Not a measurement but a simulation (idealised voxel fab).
voxel ribs on slabs: a process module
The cross-section shown here is cut; it is 170 nm wide and divided into square cells measuring 5 nm on a side.
Square cells in a grid make up a cross-section in this document, and the grid is given as bands, listed from the top down, each one or more rows of cells.
Heads up on the band format: heights come first, top then bottom, in nm. After that it's the materials left to right, each with its width in nm. A single material flagged "everywhere" fills the whole band edge to edge, and "air" means there's empty space there.
Zero point of the height axis is 0; under it, received wafer = one material. Lowest band: continues down indefinitely, "from 0 down".
It should be noted that a width expressed as "30->40" varies in equal increments from row to row of cells within the band, taking the value of the first number at the top row and that of the second number at the bottom row.
A step reported as "no change" is a step in which no cell of the cross-section changed.
"closed voids" enumerates empty spaces isolated from the top, with no open way to it, that contain at least 8 cells, giving each as width x height at distance from the left edge, all three in nm.
Past the settings on a step's line: simulator remark, on that step.
The setting "overlay nm" may be written on the line of a step. When the step uses a mask, the value reports how far to the right of the planned place the mask lay, and a negative value reports that it lay to the left.
-- These are the steps we planned for the process
step 1: RECEIVE: material Si
step 2: DIRECTIONAL_DEP: material SiO2, thk nm 25
step 3: DIRECTIONAL_DEP: material SiN, thk nm 20
step 4: MASKED_ETCH: tone cover, mask id RIB, width nm 20, etch materials SiN, depth nm 15, overlay nm 0
step 5: PATTERN: tone cover, mask id SLAB, material resist, width nm 60, thk nm 15, overlay nm 0
step 6: DIRECTIONAL_ETCH: etch materials SiN, depth nm 5
step 7: STRIP: etch materials resist
step 8: FILL_DEP: material SiO2, thk nm 25
step 9: CMP: height nm 60
step 10: DIRECTIONAL_DEP: material TiN, thk nm 5
step 11: PATTERN: tone cover, mask id HEATER, material resist, width nm 30, thk nm 15, overlay nm 0
step 12: DIRECTIONAL_ETCH: etch materials TiN, depth nm 5
step 13: STRIP: etch materials resist
step 14: CONFORMAL_DEP: material SiN, thk nm 10
-- Of two wafers, the first: run according to plan
-- Wafer at receipt (post step 1), cross-section
from 0 down: Si everywhere
closed voids: none
-- State of the wafer after step 2, shown in cross-section
from 25 to 0: SiO2 everywhere
Heights below 0 show no change.
-- State of the wafer after step 3, shown in cross-section
from 45 to 25: SiN everywhere
Heights below 25 show no change.
-- State of the wafer after step 4, shown in cross-section
from 45 to 30: air 75 nm | SiN 20 nm | air 75 nm
Heights below 30 show no change.
-- State of the wafer after step 5, shown in cross-section
from 60 to 45: air 55 nm | resist 60 nm | air 55 nm
from 45 to 30: air 55 nm | resist 20 nm | SiN 20 nm | resist 20 nm | air 55 nm
Heights below 30 show no change.
-- State of the wafer after step 6, shown in cross-section
from 60 to 45: air 55 nm | resist 60 nm | air 55 nm
from 45 to 30: air 55 nm | resist 20 nm | SiN 20 nm | resist 20 nm | air 55 nm
from 30 to 25: air 55 nm | SiN 60 nm | air 55 nm
Heights below 25 show no change.
-- State of the wafer after step 7, shown in cross-section
from 45 to 30: air 75 nm | SiN 20 nm | air 75 nm
Heights below 30 show no change.
-- State of the wafer after step 8, shown in cross-section
from 70 to 45: SiO2 everywhere
from 45 to 30: SiO2 75 nm | SiN 20 nm | SiO2 75 nm
from 30 to 25: SiO2 55 nm | SiN 60 nm | SiO2 55 nm
Heights below 25 show no change.
-- State of the wafer after step 9, shown in cross-section
from 60 to 45: SiO2 everywhere
Heights below 45 show no change.
-- State of the wafer after step 10, shown in cross-section
from 65 to 60: TiN everywhere
Heights below 60 show no change.
-- State of the wafer after step 11, shown in cross-section
from 80 to 65: air 70 nm | resist 30 nm | air 70 nm
Heights below 65 show no change.
-- State of the wafer after step 12, shown in cross-section
from 80 to 65: air 70 nm | resist 30 nm | air 70 nm
from 65 to 60: air 70 nm | TiN 30 nm | air 70 nm
Heights below 60 show no change.
-- State of the wafer after step 13, shown in cross-section
from 65 to 60: air 70 nm | TiN 30 nm | air 70 nm
Heights below 60 show no change.
-- State of the wafer after step 14, shown in cross-section
from 75 to 70: air 60 nm | SiN 50 nm | air 60 nm
from 70 to 65: SiN everywhere
from 65 to 60: SiN 70 nm | TiN 30 nm | SiN 70 nm
Heights below 60 show no change.
-- Wafer two. Same start, same plan, one slip in execution. Same as wafer one through step 1, inclusive
-- Cross-section: second wafer, time at which step 2 was scheduled to end
from 15 to 0: SiO2 everywhere
Heights below 0 show no change.
-- Cross-section: second wafer, time at which step 3 was scheduled to end
from 35 to 15: SiN everywhere
Heights below 15 show no change.
-- Cross-section: second wafer, time at which step 4 was scheduled to end
from 35 to 20: air 75 nm | SiN 20 nm | air 75 nm
Heights below 20 show no change.
-- Cross-section: second wafer, time at which step 5 was scheduled to end
from 50 to 35: air 55 nm | resist 60 nm | air 55 nm
from 35 to 20: air 55 nm | resist 20 nm | SiN 20 nm | resist 20 nm | air 55 nm
Heights below 20 show no change.
-- Cross-section: second wafer, time at which step 6 was scheduled to end
from 50 to 35: air 55 nm | resist 60 nm | air 55 nm
from 35 to 20: air 55 nm | resist 20 nm | SiN 20 nm | resist 20 nm | air 55 nm
from 20 to 15: air 55 nm | SiN 60 nm | air 55 nm
Heights below 15 show no change.
-- Cross-section: second wafer, time at which step 7 was scheduled to end
from 35 to 20: air 75 nm | SiN 20 nm | air 75 nm
Heights below 20 show no change.
-- Cross-section: second wafer, time at which step 8 was scheduled to end
from 60 to 35: SiO2 everywhere
from 35 to 20: SiO2 75 nm | SiN 20 nm | SiO2 75 nm
from 20 to 15: SiO2 55 nm | SiN 60 nm | SiO2 55 nm
Heights below 15 show no change.
Cross-section: second wafer, time at which step 9 was scheduled to end: no change
-- Cross-section: second wafer, time at which step 10 was scheduled to end
from 65 to 60: TiN everywhere
Heights below 60 show no change.
-- Cross-section: second wafer, time at which step 11 was scheduled to end
from 80 to 65: air 70 nm | resist 30 nm | air 70 nm
Heights below 65 show no change.
-- Cross-section: second wafer, time at which step 12 was scheduled to end
from 80 to 65: air 70 nm | resist 30 nm | air 70 nm
from 65 to 60: air 70 nm | TiN 30 nm | air 70 nm
Heights below 60 show no change.
-- Cross-section: second wafer, time at which step 13 was scheduled to end
from 65 to 60: air 70 nm | TiN 30 nm | air 70 nm
Heights below 60 show no change.
-- Cross-section: second wafer, time at which step 14 was scheduled to end
from 75 to 70: air 60 nm | SiN 50 nm | air 60 nm
from 70 to 65: SiN everywhere
from 65 to 60: SiN 70 nm | TiN 30 nm | SiN 70 nm
Heights below 60 show no change.
Nonconformance to the process plan: note that step 2 departed from the planned setting and was carried out as DIRECTIONAL_DEP: material SiO2, thk nm 15
Final wafers compared: equal cell tally per material, rearranged layout.
